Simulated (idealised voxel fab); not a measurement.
The process module that follows is named voxel fin reveal.
Section shown: cut. Width: 245 nm. Cell size: 5 nm, square.
Cross-section format: a grid of square cells, given as bands from top to bottom; each band is one or more rows of cells.
Look at the band entry: it leads with the top's height and the bottom's height in nm. Then it lists the materials left to right, with a width in nm for each. The word "throughout" on a single material says that material fills the band edge to edge. The word "air" is empty space.
Height is counted from the level 0, under which the received wafer is composed throughout of one material. The lowest of the bands is not closed at the bottom but continues downward, in the notation "0..down".
A two-number width, for instance "30->40", indicates that the width is equal to the first number in the top row of the band and to the second number in the bottom row, and that it changes by a constant amount per row of cells.
Where the words "no change" appear for a step, the cross-section shows no cell changed by that step; every cell remained as before.
"Enclosed cavities" specifies each empty space that is not open to the top and that occupies no fewer than 8 cells, using the form width x height at distance, the distance measured from the left edge and all three quantities in nm.
On each step's line, the part that comes after the settings is the simulator's own comment on the step.
The "overlay nm" setting may appear on a step's line; for a step that uses a mask, it gives how far to the right of its planned position the mask lay, and a negative value indicates the left.

# List of planned process steps
1 RECEIVE with material Si
2 CONFORMAL_DEP with material SiN, thk nm 5
3 MASKED_ETCH with tone cover, mask id FINS, width nm 15, pitch nm 45, etch materials SiN, depth nm 5, overlay nm 0
4 MASKED_ETCH with tone cover, mask id FINS, width nm 15, pitch nm 45, etch materials Si, depth nm 30, overlay nm 0
5 OXIDIZE with depth nm 5
6 FILL_DEP with material SiO2, thk nm 10
7 CMP with height nm 5
8 SELECTIVE_ETCH with etch materials SiO2, depth nm 20
9 STRIP with etch materials SiN
10 CONFORMAL_DEP with material HfO2, thk nm 5

# The cross-section here shows the wafer as received, i.e. in its state after step 1
	0..down: Si throughout
	Enclosed cavities: none

# Here's the cross-section of the first of our two wafers at the end of the module - it ran as planned
	5..0: air 70, HfO2 15, air 30, HfO2 15, air 30, HfO2 15, air 70
	0..-10: air 70, HfO2 5, Si 5, HfO2 5, air 30, HfO2 5, Si 5, HfO2 5, air 30, HfO2 5, Si 5, HfO2 5, air 70
	-10..-15: HfO2 75, Si 5, HfO2 40, Si 5, HfO2 40, Si 5, HfO2 75
	-15..-35: SiO2 75, Si 5, SiO2 40, Si 5, SiO2 40, Si 5, SiO2 75
	-35..down: Si throughout
	Enclosed cavities: none

# So this is wafer number two of the two, cut at the end of the module - it started where the first did and had the same plan, we just got one thing wrong running it
	5..0: HfO2 70, air 15, HfO2 30, air 15, HfO2 30, air 15, HfO2 70
	0..-5: Si 65, HfO2 25, Si 20, HfO2 25, Si 20, HfO2 25, Si 65
	-5..down: Si throughout
	Enclosed cavities: none
Against the plan, the run slipped here: heads up, step 3 didn't go per plan, it actually ran as MASKED_ETCH with tone open, mask id FINS, width nm 15, pitch nm 45, etch materials SiN, depth nm 5, overlay nm 0
At the finish, the second wafer shows more or fewer cells for some materials than the first does: HfO2: 12 fewer, Si: 307 more, SiO2: 184 fewer
